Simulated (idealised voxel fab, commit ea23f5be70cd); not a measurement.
This is a process module. Its name is voxel air gaps.
Section shown: cut. Width: 205 nm. Cell size: 5 nm, square.
Cross-section format: a grid of square cells, given as bands from top to bottom; each band is one or more rows of cells.
A band entry consists of two parts. The first gives the height of the band's top and the height of its bottom, in nm. The rest lists the band's materials from left to right, each with its width in nm. A single material labelled with the word "throughout" fills the band from edge to edge, and the word "blank" marks empty space.
Note: height 0 marks the level under which the wafer is uniformly one material as received. Lowest band unbounded below, written "0 down".
Read "30 to 40" as a graded width: first number on top, second number at the bottom, same change between each pair of neighbouring rows.
A step reported as "nothing got changed" is a step in which no cell of the cross-section changed.
What "Closed voids list" gives you is every empty space of 8 cells or more that is cut off from the top. Each appears as width x height at distance, with the distance taken from the left edge and width, height and distance all in nm.
Past the settings on a step's line: simulator remark, on that step.
A step's line can hold "overlay nm"; with a mask on that step, the setting says how far right of the planned place the mask lay, while a negative setting says it lay to the left.
[plan]
| 1 | RECEIVE (material Si) |
| 2 | CONFORMAL_DEP (material SiO2; thk nm 15) |
| 3 | CONFORMAL_DEP (material SiN; thk nm 5) |
| 4 | DIRECTIONAL_DEP (material lowk; thk nm 40) |
| 5 | DIRECTIONAL_DEP (material aC; thk nm 15) |
| 6 | PATTERN (tone open; mask id LINES; material resist; width nm 25; pitch nm 50; thk nm 30; overlay nm 0) |
| 7 | DIRECTIONAL_ETCH (etch materials aC; depth nm 15) |
| 8 | STRIP (etch materials resist) |
| 9 | DIRECTIONAL_ETCH (etch materials lowk; depth nm 40) |
| 10 | STRIP (etch materials aC) |
| 11 | CONFORMAL_DEP (material TiN; thk nm 5) |
| 12 | FILL_DEP (material W; thk nm 10) |
| 13 | CMP (height nm 60) |
| 14 | EPI (material Ru; thk nm 10) |
| 15 | SELECTIVE_ETCH (etch materials lowk; depth nm 50) |
| 16 | CONFORMAL_DEP (material SiCN; thk nm 5) |
[as received, after step 1]
  0 down | Si throughout
  Closed voids list: none
[As-planned run: cross-section of the first of two wafers at end of module]
  75 to 70 | 25 nm blank  155 nm SiCN  25 nm blank
  70 to 60 | 25 nm blank  5 nm SiCN  45 nm Ru  5 nm SiCN  45 nm Ru  5 nm SiCN  45 nm Ru  5 nm SiCN  25 nm blank
  60 to 55 | 25 nm blank  15 nm SiCN  5 nm TiN  15 nm W  5 nm TiN  25 nm SiCN  5 nm TiN  15 nm W  5 nm TiN  25 nm SiCN  5 nm TiN  15 nm W  5 nm TiN  15 nm SiCN  25 nm blank
  55 to 25 | 35 nm blank  5 nm SiCN  5 nm TiN  15 nm W  5 nm TiN  5 nm SiCN  15 nm blank  5 nm SiCN  5 nm TiN  15 nm W  5 nm TiN  5 nm SiCN  15 nm blank  5 nm SiCN  5 nm TiN  15 nm W  5 nm TiN  5 nm SiCN  35 nm blank
  25 to 20 | 40 nm SiCN  25 nm TiN  25 nm SiCN  25 nm TiN  25 nm SiCN  25 nm TiN  40 nm SiCN
  20 to 15 | SiN throughout
  15 to 0 | SiO2 throughout
  0 down | Si throughout
  Closed voids list: 15 x 30 at 70; 15 x 30 at 120
[Second wafer cross-section at end of module - shared start and plan with the first, one mistake in the run]
  75 to 70 | 25 nm blank  155 nm SiCN  25 nm blank
  70 to 60 | 25 nm blank  5 nm SiCN  45 nm Ru  5 nm SiCN  45 nm Ru  5 nm SiCN  45 nm Ru  5 nm SiCN  25 nm blank
  60 to 55 | 25 nm blank  15 nm SiCN  5 nm TiN  15 nm SiCN  5 nm TiN  25 nm SiCN  5 nm TiN  15 nm SiCN  5 nm TiN  25 nm SiCN  5 nm TiN  15 nm SiCN  5 nm TiN  15 nm SiCN  25 nm blank
  55 to 25 | 35 nm blank  5 nm SiCN  5 nm TiN  15 nm SiCN  5 nm TiN  5 nm SiCN  15 nm blank  5 nm SiCN  5 nm TiN  15 nm SiCN  5 nm TiN  5 nm SiCN  15 nm blank  5 nm SiCN  5 nm TiN  15 nm SiCN  5 nm TiN  5 nm SiCN  35 nm blank
  25 to 20 | 40 nm SiCN  25 nm TiN  25 nm SiCN  25 nm TiN  25 nm SiCN  25 nm TiN  40 nm SiCN
  20 to 15 | SiN throughout
  15 to 0 | SiO2 throughout
  0 down | Si throughout
  Closed voids list: 15 x 30 at 70; 15 x 30 at 120
Deviation from plan: step 12 did not use the planned setting and instead ran as FILL_DEP (material SiCN; thk nm 10)
In the final state, the cell counts of the second wafer exceed or fall short of those of the first for the following materials: SiCN +63 | W -63
